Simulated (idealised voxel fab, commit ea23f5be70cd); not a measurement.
The document below concerns the process module designated voxel gate over fins.
Cross-section cut spans 185 nm and uses square cells 5 nm in size.
For the purposes of this document, a cross-section shall be understood as a grid of square cells, specified as bands listed in top-to-bottom order, each band consisting of one or more rows of cells. The band entry comprises the height of the band's top followed by the height of its bottom, expressed in nm, and subsequently the band's materials from left to right, each stated together with its width in nm. Where a single material is marked with the word "everywhere", that material fills the band from edge to edge. The word "blank" represents empty space. Height 0 is the level under which the wafer as received is all one material. The lowest band goes on downwards, as in "from 0 down". When a width is written as two numbers, as in "30..40", the first number is the width in the top row of cells of the band and the second is the width in its bottom row, and the width changes by the same amount from each row to the next. "no alterations made" for a step: no cell of the cross-section changed in that step. So "Voids, sealed" is basically the list of trapped voids: any empty space of 8 cells or more that can't reach the top through an opening. They're written width x height at distance, the distance being from the left edge, and it's all nm. Read whatever lies past the settings on a step's line as the simulator's own remark about the step. What "overlay nm" on a step's line means: if the step has a mask, that mask lay this far to the right of its planned place, or, when the value is negative, to the left.

### The planned process steps are enumerated hereunder
1 RECEIVE (material Si)
2 CONFORMAL_DEP (material SiN; thk nm 5)
3 PATTERN (tone cover; mask id FINS; material resist; width nm 15; pitch nm 35; thk nm 20; overlay nm 0)
4 DIRECTIONAL_ETCH (etch materials SiN; depth nm 5)
5 DIRECTIONAL_ETCH (etch materials Si; depth nm 40)
6 STRIP (etch materials resist)
7 FILL_DEP (material SiO2; thk nm 10)
8 CMP (height nm 5)
9 SELECTIVE_ETCH (etch materials SiO2; depth nm 15)
10 STRIP (etch materials SiN)
11 CONFORMAL_DEP (material HfO2; thk nm 5)
12 CONFORMAL_DEP (material TiN; thk nm 5)
13 FILL_DEP (material W; thk nm 10)
14 CMP (height nm 15)
15 CONFORMAL_DEP (material SiCN; thk nm 10)

### This is the cross-section of the wafer as we received it, i.e. after step 1
* from 0 down = Si everywhere
* Voids, sealed: none

### Here's the wafer cut in cross-section after the module, started and planned just like above, except one thing was done wrong in the run
* from 25 to 15 = SiCN everywhere
* from 15 to 10 = W everywhere
* from 10 to 5 = W=40 | HfO2=105 | W=40
* from 5 to 0 = W=40 | HfO2=5 | TiN=25 | HfO2=10 | TiN=25 | HfO2=10 | TiN=25 | HfO2=5 | W=40
* from 0 to -5 = HfO2=45 | TiN=5 | Si=15 | TiN=5 | HfO2=10 | TiN=5 | Si=15 | TiN=5 | HfO2=10 | TiN=5 | Si=15 | TiN=5 | HfO2=45
* from -5 to -10 = TiN=50 | Si=15 | TiN=20 | Si=15 | TiN=20 | Si=15 | TiN=50
* from -10 to -40 = SiO2=50 | Si=15 | SiO2=20 | Si=15 | SiO2=20 | Si=15 | SiO2=50
* from -40 down = Si everywhere
* Voids, sealed: none
Nonconformance to the process plan: contrary to the plan, steps 11 and 12 were processed in exchanged order
